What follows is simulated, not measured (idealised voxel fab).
Proc. module: voxel self aligned vias
Cross-section cut spans 225 nm and uses square cells 5 nm in size.
Throughout this document, each cross-section is represented as a grid of square cells and is presented as a sequence of bands enumerated from the top downward, where a band comprises one or more rows of cells.
Within each band entry, the heights of the top and of the bottom of the band appear first, in that order and in nm; the materials of the band then follow from left to right, each with its corresponding width in nm. The designation "everywhere" on a single material indicates that it fills the band from edge to edge; the designation "blank" indicates empty space.
Convention: height 0 is the level below which the wafer, as received, is all one material. The lowest band does not terminate at the bottom but continues downward, represented as "0 down".
Width "30->40": first value at the band's top row of cells, second value at its bottom row, equal change from row to row.
Key: "nothing got changed" - step with no changed cell in the cross-section.
Reported under the label "closed voids" are the empty spaces having no open way to the top and comprising 8 cells or more; the notation for each is width x height at distance, in which the distance is measured from the left edge and all three values are in nm.
On each step's line, the part that comes after the settings is the simulator's own comment on the step.
overlay nm, on a step with a mask: how far to the right of its planned place the mask lay; to the left if negative

THESE ARE THE STEPS WE PLANNED FOR THE PROCESS
step 1: RECEIVE: material Si
step 2: CONFORMAL_DEP: material SiO2, thk nm 10
step 3: CONFORMAL_DEP: material SiCN, thk nm 5
step 4: DIRECTIONAL_DEP: material lowk, thk nm 30
step 5: MASKED_ETCH: tone open, mask id LINES, width nm 30, pitch nm 70, etch materials lowk, depth nm 30, overlay nm -15
step 6: CONFORMAL_DEP: material TiN, thk nm 5
step 7: FILL_DEP: material W, thk nm 10
step 8: CMP: height nm 45
step 9: SELECTIVE_ETCH: etch materials W Ru TiN, depth nm 10
step 10: FILL_DEP: material SiN, thk nm 10
step 11: CMP: height nm 45
step 12: DIRECTIONAL_DEP: material lowk, thk nm 15
step 13: MASKED_ETCH: tone open, mask id VIAS, width nm 40, pitch nm 70, etch materials lowk, depth nm 15, overlay nm 0
step 14: MASKED_ETCH: tone open, mask id VIAS, width nm 40, pitch nm 70, etch materials SiN, depth nm 10, overlay nm 0
step 15: CONFORMAL_DEP: material TiN, thk nm 5
step 16: FILL_DEP: material W, thk nm 5
step 17: CMP: height nm 60
step 18: CONFORMAL_DEP: material SiCN, thk nm 5
The wafers in this document start out alike and differ in the overlay nm applied at step 5; the plan shows the value used for the first wafer.

CROSS-SECTION: THE FIRST OF SEVERAL WAFERS IN ITS AS-RECEIVED STATE, I.E. FOLLOWING STEP 1
	0 down: Si everywhere
	closed voids: none

LAST STEP OF THE MODULE IS STEP 18; AFTER IT, THE FIRST OF SEVERAL WAFERS IN CROSS-SECTION
	65 to 60: SiCN everywhere
	60 to 50: 55 nm lowk | 5 nm TiN | 30 nm W | 5 nm TiN | 30 nm lowk | 5 nm TiN | 30 nm W | 5 nm TiN | 60 nm lowk
	50 to 45: 55 nm lowk | 5 nm TiN | 10 nm W | 25 nm TiN | 30 nm lowk | 5 nm TiN | 10 nm W | 25 nm TiN | 60 nm lowk
	45 to 40: 45 nm lowk | 10 nm SiN | 5 nm TiN | 10 nm W | 5 nm TiN | 40 nm lowk | 10 nm SiN | 5 nm TiN | 10 nm W | 5 nm TiN | 80 nm lowk
	40 to 35: 45 nm lowk | 10 nm SiN | 20 nm TiN | 40 nm lowk | 10 nm SiN | 20 nm TiN | 80 nm lowk
	35 to 20: 45 nm lowk | 5 nm TiN | 20 nm W | 5 nm TiN | 40 nm lowk | 5 nm TiN | 20 nm W | 5 nm TiN | 80 nm lowk
	20 to 15: 45 nm lowk | 30 nm TiN | 40 nm lowk | 30 nm TiN | 80 nm lowk
	15 to 10: SiCN everywhere
	10 to 0: SiO2 everywhere
	0 down: Si everywhere
	closed voids: none

FINAL WAFER OF SEVERAL, SHOWN IN CROSS-SECTION AT THE END OF THE MODULE
	65 to 60: SiCN everywhere
	60 to 50: 55 nm lowk | 5 nm TiN | 30 nm W | 5 nm TiN | 30 nm lowk | 5 nm TiN | 30 nm W | 5 nm TiN | 60 nm lowk
	50 to 45: 55 nm lowk | 25 nm TiN | 10 nm W | 5 nm TiN | 30 nm lowk | 25 nm TiN | 10 nm W | 5 nm TiN | 60 nm lowk
	45 to 40: 75 nm lowk | 5 nm TiN | 10 nm W | 5 nm TiN | 10 nm SiN | 40 nm lowk | 5 nm TiN | 10 nm W | 5 nm TiN | 10 nm SiN | 50 nm lowk
	40 to 35: 75 nm lowk | 20 nm TiN | 10 nm SiN | 40 nm lowk | 20 nm TiN | 10 nm SiN | 50 nm lowk
	35 to 20: 75 nm lowk | 5 nm TiN | 20 nm W | 5 nm TiN | 40 nm lowk | 5 nm TiN | 20 nm W | 5 nm TiN | 50 nm lowk
	20 to 15: 75 nm lowk | 30 nm TiN | 40 nm lowk | 30 nm TiN | 50 nm lowk
	15 to 10: SiCN everywhere
	10 to 0: SiO2 everywhere
	0 down: Si everywhere
	closed voids: none

HEADS UP, THIS TABLE GOES WAFER BY WAFER. A ROW TELLS YOU, AT THE END OF THE MODULE, HOW MANY CELLS OF EACH MATERIAL THAT WAFER HAS PUT ON (+) OR DROPPED (-) SINCE IT WAS RECEIVED, AND THEN ITS CLOSED VOIDS
overlay nm -15; +90 SiCN; +8 SiN; +90 SiO2; +56 TiN; +56 W; +285 lowk; closed voids: none
overlay nm -10; +90 SiCN; +4 SiN; +90 SiO2; +56 TiN; +60 W; +285 lowk; closed voids: none
overlay nm -5; +90 SiCN; +90 SiO2; +56 TiN; +64 W; +285 lowk; closed voids: none
overlay nm 0; +90 SiCN; +90 SiO2; +56 TiN; +64 W; +285 lowk; closed voids: none
overlay nm 5; +90 SiCN; +90 SiO2; +56 TiN; +64 W; +285 lowk; closed voids: none
overlay nm 10; +90 SiCN; +4 SiN; +90 SiO2; +56 TiN; +60 W; +285 lowk; closed voids: none
overlay nm 15; +90 SiCN; +8 SiN; +90 SiO2; +56 TiN; +56 W; +285 lowk; closed voids: none
